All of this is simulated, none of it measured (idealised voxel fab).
The following is a process module called voxel quadruple lines.
Cross-section cut spans 190 nm and uses square cells 5 nm in size.
The cross-sections in this document take the form of a grid made of square cells. They are written out as bands, in order from top to bottom. Each band consists of one or more rows of cells. What a band's entry tells you: where the top is and where the bottom is, as heights in nm, and after that what lies inside, material by material from left to right, each with its width in nm. Empty space is written as the word "blank", and a single material marked with the word "all across" occupies the band from edge to edge. Counting heights begins at 0, where everything beneath is, in the wafer as received, one material. The lowest band has no bottom; it goes on downwards, as "0 -> down" shows. Read "30->40" as a graded width: first number on top, second number at the bottom, same change between each pair of neighbouring rows. Where a step carries "nothing altered", the cross-section came out of it unchanged, cell for cell. Voids not open to the top, 8 cells minimum: see "Fully enclosed voids". Written width x height at distance; distance is from the left edge; nm. On a step's line, text after the settings is the simulator commenting on that step. "overlay nm" denotes, for a step that has a mask, the displacement of the mask to the right of its planned place, with negative values corresponding to the left.
### List of planned process steps
1: RECEIVE with material Si
2: CONFORMAL_DEP with material SiO2, thk nm 10
3: DIRECTIONAL_DEP with material TiN, thk nm 10
4: DIRECTIONAL_DEP with material polySi, thk nm 20
5: DIRECTIONAL_DEP with material aC, thk nm 25
6: PATTERN with tone cover, mask id MANDREL, material resist, width nm 20, thk nm 35, overlay nm 0
7: DIRECTIONAL_ETCH with etch materials aC, depth nm 25
8: STRIP with etch materials resist
9: CONFORMAL_DEP with material SiO2, thk nm 10
10: DIRECTIONAL_ETCH with etch materials SiO2, depth nm 10
11: STRIP with etch materials aC
12: DIRECTIONAL_ETCH with etch materials polySi, depth nm 20
13: STRIP with etch materials SiO2
14: CONFORMAL_DEP with material SiN, thk nm 5
15: DIRECTIONAL_ETCH with etch materials SiN, depth nm 5
16: STRIP with etch materials polySi
17: DIRECTIONAL_ETCH with etch materials TiN, depth nm 10
18: STRIP with etch materials SiN
19: FILL_DEP with material SiO2, thk nm 10
20: CMP with height nm 20
### On the first of the two wafers: run conducted according to plan
### As-received wafer cross-section (after step 1)
- 0 -> down  Si all across
- Fully enclosed voids: none
### The following cross-section depicts the wafer upon completion of step 2
- 10 -> 0  SiO2 all across
- Note: structure below 0 unchanged.
### The following cross-section depicts the wafer upon completion of step 3
- 20 -> 10  TiN all across
- Note: structure below 10 unchanged.
### The following cross-section depicts the wafer upon completion of step 4
- 40 -> 20  polySi all across
- Note: structure below 20 unchanged.
### The following cross-section depicts the wafer upon completion of step 5
- 65 -> 40  aC all across
- Note: structure below 40 unchanged.
### The following cross-section depicts the wafer upon completion of step 6
- 100 -> 65  85 blank; 20 resist; 85 blank
- Note: structure below 65 unchanged.
### The following cross-section depicts the wafer upon completion of step 7
- 75 -> 65  85 blank; 20 resist; 85 blank
- 65 -> 40  85 blank; 20 aC; 85 blank
- Note: structure below 40 unchanged.
### The following cross-section depicts the wafer upon completion of step 8
- 65 -> 40  85 blank; 20 aC; 85 blank
- Note: structure below 40 unchanged.
### The following cross-section depicts the wafer upon completion of step 9
- 75 -> 65  75 blank; 40 SiO2; 75 blank
- 65 -> 50  75 blank; 10 SiO2; 20 aC; 10 SiO2; 75 blank
- 50 -> 40  85 SiO2; 20 aC; 85 SiO2
- Note: structure below 40 unchanged.
### The following cross-section depicts the wafer upon completion of step 10
- 65 -> 40  75 blank; 10 SiO2; 20 aC; 10 SiO2; 75 blank
- Note: structure below 40 unchanged.
### The following cross-section depicts the wafer upon completion of step 11
- 65 -> 40  75 blank; 10 SiO2; 20 blank; 10 SiO2; 75 blank
- Note: structure below 40 unchanged.
### The following cross-section depicts the wafer upon completion of step 12
- 65 -> 40  75 blank; 10 SiO2; 20 blank; 10 SiO2; 75 blank
- 40 -> 20  75 blank; 10 polySi; 20 blank; 10 polySi; 75 blank
- Note: structure below 20 unchanged.
### The following cross-section depicts the wafer upon completion of step 13
- 40 -> 20  75 blank; 10 polySi; 20 blank; 10 polySi; 75 blank
- Note: structure below 20 unchanged.
### The following cross-section depicts the wafer upon completion of step 14
- 45 -> 40  70 blank; 20 SiN; 10 blank; 20 SiN; 70 blank
- 40 -> 25  70 blank; 5 SiN; 10 polySi; 5 SiN; 10 blank; 5 SiN; 10 polySi; 5 SiN; 70 blank
- 25 -> 20  75 SiN; 10 polySi; 20 SiN; 10 polySi; 75 SiN
- Note: structure below 20 unchanged.
### The following cross-section depicts the wafer upon completion of step 15
- 40 -> 20  70 blank; 5 SiN; 10 polySi; 5 SiN; 10 blank; 5 SiN; 10 polySi; 5 SiN; 70 blank
- Note: structure below 20 unchanged.
### The following cross-section depicts the wafer upon completion of step 16
- 40 -> 20  70 blank; 5 SiN; 10 blank; 5 SiN; 10 blank; 5 SiN; 10 blank; 5 SiN; 70 blank
- Note: structure below 20 unchanged.
### The following cross-section depicts the wafer upon completion of step 17
- 40 -> 20  70 blank; 5 SiN; 10 blank; 5 SiN; 10 blank; 5 SiN; 10 blank; 5 SiN; 70 blank
- 20 -> 10  70 blank; 5 TiN; 10 blank; 5 TiN; 10 blank; 5 TiN; 10 blank; 5 TiN; 70 blank
- Note: structure below 10 unchanged.
### The following cross-section depicts the wafer upon completion of step 18
- 20 -> 10  70 blank; 5 TiN; 10 blank; 5 TiN; 10 blank; 5 TiN; 10 blank; 5 TiN; 70 blank
- Note: structure below 10 unchanged.
### The following cross-section depicts the wafer upon completion of step 19
- 30 -> 20  SiO2 all across
- 20 -> 10  70 SiO2; 5 TiN; 10 SiO2; 5 TiN; 10 SiO2; 5 TiN; 10 SiO2; 5 TiN; 70 SiO2
- Note: structure below 10 unchanged.
### The following cross-section depicts the wafer upon completion of step 20
- 20 -> 10  70 SiO2; 5 TiN; 10 SiO2; 5 TiN; 10 SiO2; 5 TiN; 10 SiO2; 5 TiN; 70 SiO2
- Note: structure below 10 unchanged.
### Wafer two. Same start, same plan, one slip in execution. Same as wafer one through step 2, inclusive
### The second wafer cut through, at the time step 3 was supposed to be finished
- 30 -> 10  polySi all across
- Note: structure below 10 unchanged.
### The second wafer cut through, at the time step 4 was supposed to be finished
- 40 -> 30  TiN all across
- Note: structure below 30 unchanged.
### The second wafer cut through, at the time step 5 was supposed to be finished
- 65 -> 40  aC all across
- Note: structure below 40 unchanged.
### The second wafer cut through, at the time step 6 was supposed to be finished
- 100 -> 65  85 blank; 20 resist; 85 blank
- Note: structure below 65 unchanged.
### The second wafer cut through, at the time step 7 was supposed to be finished
- 75 -> 65  85 blank; 20 resist; 85 blank
- 65 -> 40  85 blank; 20 aC; 85 blank
- Note: structure below 40 unchanged.
### The second wafer cut through, at the time step 8 was supposed to be finished
- 65 -> 40  85 blank; 20 aC; 85 blank
- Note: structure below 40 unchanged.
### The second wafer cut through, at the time step 9 was supposed to be finished
- 75 -> 65  75 blank; 40 SiO2; 75 blank
- 65 -> 50  75 blank; 10 SiO2; 20 aC; 10 SiO2; 75 blank
- 50 -> 40  85 SiO2; 20 aC; 85 SiO2
- Note: structure below 40 unchanged.
### The second wafer cut through, at the time step 10 was supposed to be finished
- 65 -> 40  75 blank; 10 SiO2; 20 aC; 10 SiO2; 75 blank
- Note: structure below 40 unchanged.
### The second wafer cut through, at the time step 11 was supposed to be finished
- 65 -> 40  75 blank; 10 SiO2; 20 blank; 10 SiO2; 75 blank
- Note: structure below 40 unchanged.
The second wafer cut through, at the time step 12 was supposed to be finished: nothing altered
### The second wafer cut through, at the time step 13 was supposed to be finished
- 40 -> 30  TiN all across
- Note: structure below 30 unchanged.
### The second wafer cut through, at the time step 14 was supposed to be finished
- 45 -> 40  SiN all across
- Note: structure below 40 unchanged.
### The second wafer cut through, at the time step 15 was supposed to be finished
- 40 -> 30  TiN all across
- Note: structure below 30 unchanged.
The second wafer cut through, at the time step 16 was supposed to be finished: nothing altered
### The second wafer cut through, at the time step 17 was supposed to be finished
- 30 -> 10  polySi all across
- Note: structure below 10 unchanged.
The second wafer cut through, at the time step 18 was supposed to be finished: nothing altered
### The second wafer cut through, at the time step 19 was supposed to be finished
- 40 -> 30  SiO2 all across
- Note: structure below 30 unchanged.
### The second wafer cut through, at the time step 20 was supposed to be finished
- 20 -> 10  polySi all across
- Note: structure below 10 unchanged.
Misprocessing identified: mixed up steps 3 and 4 - ran each in the other's place
Final comparison by cell count, materials where the second wafer has more or fewer than the first: SiO2 -68 | TiN -8 | polySi +76
